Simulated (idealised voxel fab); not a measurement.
process module | voxel tone inversion
cross-section cut | 270 nm wide | cells 5 nm
A cross-section is a grid of square cells, given in bands from the top down. A band is one or more rows of cells.
Each band's line starts with the height of the band's top and of its bottom, in nm. Then come its materials from left to right, each with its width in nm. One material with "throughout" fills the band from edge to edge. "air" is empty space.
Height 0 is the level under which the wafer as received is all one material. The lowest band goes on downwards, as in "0 down".
A width such as "30 to 40" changes by the same amount from each row of cells to the next, from the band's top row to its bottom row.
"no change" after a step means that no cell of the cross-section changed.
closed voids: empty space of 8 cells or more with no open way to the top, each as width x height at its distance from the left edge, in nm
after a step's settings: what the simulator itself notes on the step
overlay nm, on a step with a mask: how far to the right of its planned place the mask lay; to the left if negative
plan
1 op RECEIVE | material Si
2 op CONFORMAL_DEP | material SiN | thk nm 10
3 op DIRECTIONAL_DEP | material polySi | thk nm 15
4 op PATTERN | tone cover | mask id POSTS | material resist | width nm 20 | pitch nm 40 | thk nm 25 | overlay nm 0
5 op DIRECTIONAL_ETCH | etch materials polySi | depth nm 15
6 op STRIP | etch materials resist
7 op FILL_DEP | material lowk | thk nm 5
8 op CMP | height nm 25
9 op STRIP | etch materials polySi
10 op CONFORMAL_DEP | material TiN | thk nm 5
11 op FILL_DEP | material Ru | thk nm 10
12 op CMP | height nm 25
13 op CONFORMAL_DEP | material SiCN | thk nm 5
as received, after step 1
  0 down: Si throughout
  closed voids: none
first wafer at the end, as planned
  30 to 25: SiCN throughout
  25 to 15: lowk 85 | TiN 5 | Ru 10 | TiN 5 | lowk 20 | TiN 5 | Ru 10 | TiN 5 | lowk 20 | TiN 5 | Ru 10 | TiN 5 | lowk 85
  15 to 10: lowk 85 | TiN 20 | lowk 20 | TiN 20 | lowk 20 | TiN 20 | lowk 85
  10 to 0: SiN throughout
  0 down: Si throughout
  closed voids: none
second wafer at the end: like start, like plan, one mistake
  45 to 40: SiCN throughout
  40 to 30: Ru throughout
  30 to 25: TiN 90 | Ru 10 | TiN 30 | Ru 10 | TiN 30 | Ru 10 | TiN 90
  25 to 15: lowk 85 | TiN 5 | Ru 10 | TiN 5 | lowk 20 | TiN 5 | Ru 10 | TiN 5 | lowk 20 | TiN 5 | Ru 10 | TiN 5 | lowk 85
  15 to 10: lowk 85 | TiN 20 | lowk 20 | TiN 20 | lowk 20 | TiN 20 | lowk 85
  10 to 0: SiN throughout
  0 down: Si throughout
  closed voids: none
what went wrong: step 12 was left out
at the end the second wafer has, in cells: 114 more of Ru | 48 more of TiN
